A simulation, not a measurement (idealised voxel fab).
Process module in this document: voxel self aligned contacts
For reference, the cross-section in this document is cut, with width 265 nm and square cells of 5 nm.
A cross-section is written here as square cells arranged in a grid, and it is given in bands from the top down, each band taking up one or more rows of cells.
Band: top height; bottom height; in nm. Then, left to right: material with width in nm, for each material. "throughout": a single material spanning edge to edge. "air": empty space.
Measure heights from 0. That's the level where, below it, the as-received wafer is all one material. The lowest band is bottomless and extends downward; write it as in "0 down".
Read "30 to 40" as a graded width: first number on top, second number at the bottom, same change between each pair of neighbouring rows.
Where the words "nothing changed" appear for a step, the cross-section shows no cell changed by that step; every cell remained as before.
This entry, "Closed internal cavities", enumerates those empty regions of no fewer than 8 cells that possess no open connection to the top. Each region is reported in the form width x height at distance, the distance being taken from the left edge, with all three quantities expressed in nm.
That trailing text on a step's line, after the settings, is the simulator's own remark on the step.
overlay nm: on a step with a mask, how far right of its planned place the mask lay; negative means left.
These are the steps we planned for the process:
1) RECEIVE with material Si
2) OXIDIZE with depth nm 5
3) DIRECTIONAL_DEP with material polySi, thk nm 30
4) DIRECTIONAL_DEP with material SiN, thk nm 15
5) PATTERN with tone cover, mask id GATE, material resist, width nm 25, pitch nm 60, thk nm 20, overlay nm 0
6) DIRECTIONAL_ETCH with etch materials SiN, depth nm 15
7) DIRECTIONAL_ETCH with etch materials polySi, depth nm 30
8) STRIP with etch materials resist
9) CONFORMAL_DEP with material SiN, thk nm 5
10) DIRECTIONAL_ETCH with etch materials SiN, depth nm 5
11) FILL_DEP with material SiO2, thk nm 15
12) CMP with height nm 55
13) MASKED_ETCH with tone open, mask id CONTACT, width nm 45, pitch nm 60, etch materials SiO2, depth nm 60, overlay nm 0
14) CONFORMAL_DEP with material TiN, thk nm 5
15) FILL_DEP with material Ru, thk nm 5
16) CMP with height nm 55
17) CONFORMAL_DEP with material SiCN, thk nm 5
Step 1 complete: cross-section of the wafer as received:
> 0 down  Si throughout
> Closed internal cavities: none
Run as planned - first of the two wafers cross-sectioned at the end of the module:
> 60 to 55  SiCN throughout
> 55 to 45  80 of SiO2, then 5 to 15 of TiN, then 35 to 15 of Ru, then 5 to 15 of TiN, then 15 of SiO2, then 5 to 15 of TiN, then 35 to 15 of Ru, then 5 to 15 of TiN, then 80 of SiO2
> 45 to 30  55 of SiO2, then 35 of SiN, then 5 of TiN, then 15 of Ru, then 5 of TiN, then 35 of SiN, then 5 of TiN, then 15 of Ru, then 5 of TiN, then 35 of SiN, then 55 of SiO2
> 30 to 0  55 of SiO2, then 5 of SiN, then 25 of polySi, then 5 of SiN, then 5 of TiN, then 15 of Ru, then 5 of TiN, then 5 of SiN, then 25 of polySi, then 5 of SiN, then 5 of TiN, then 15 of Ru, then 5 of TiN, then 5 of SiN, then 25 of polySi, then 5 of SiN, then 55 of SiO2
> 0 to -5  90 of SiO2, then 25 of TiN, then 35 of SiO2, then 25 of TiN, then 90 of SiO2
> -5 down  Si throughout
> Closed internal cavities: none
Cross-section at end of module for the second wafer of two, which matched the first in starting point and plan and differed by one mistake in its processing:
> 60 to 55  SiCN throughout
> 55 to 50  80 of SiO2, then 5 of TiN, then 35 of Ru, then 5 of TiN, then 15 of SiO2, then 5 of TiN, then 35 of Ru, then 5 of TiN, then 80 of SiO2
> 50 to 45  80 of SiO2, then 45 of TiN, then 15 of SiO2, then 45 of TiN, then 80 of SiO2
> 45 to 30  65 of SiN, then 15 of SiO2, then 45 of SiN, then 15 of SiO2, then 45 of SiN, then 15 of SiO2, then 65 of SiN
> 30 to 0  60 of polySi, then 5 of SiN, then 15 of SiO2, then 5 of SiN, then 35 of polySi, then 5 of SiN, then 15 of SiO2, then 5 of SiN, then 35 of polySi, then 5 of SiN, then 15 of SiO2, then 5 of SiN, then 60 of polySi
> 0 to -5  SiO2 throughout
> -5 down  Si throughout
> Closed internal cavities: none
Finding, execution versus plan: step 5 changed vs plan, executed as PATTERN with tone open, mask id GATE, material resist, width nm 25, pitch nm 60, thk nm 20, overlay nm 0
Materials where the second wafer ends with more or fewer cells than the first: -60 Ru, +69 SiN, -107 SiO2, -40 TiN, +138 polySi
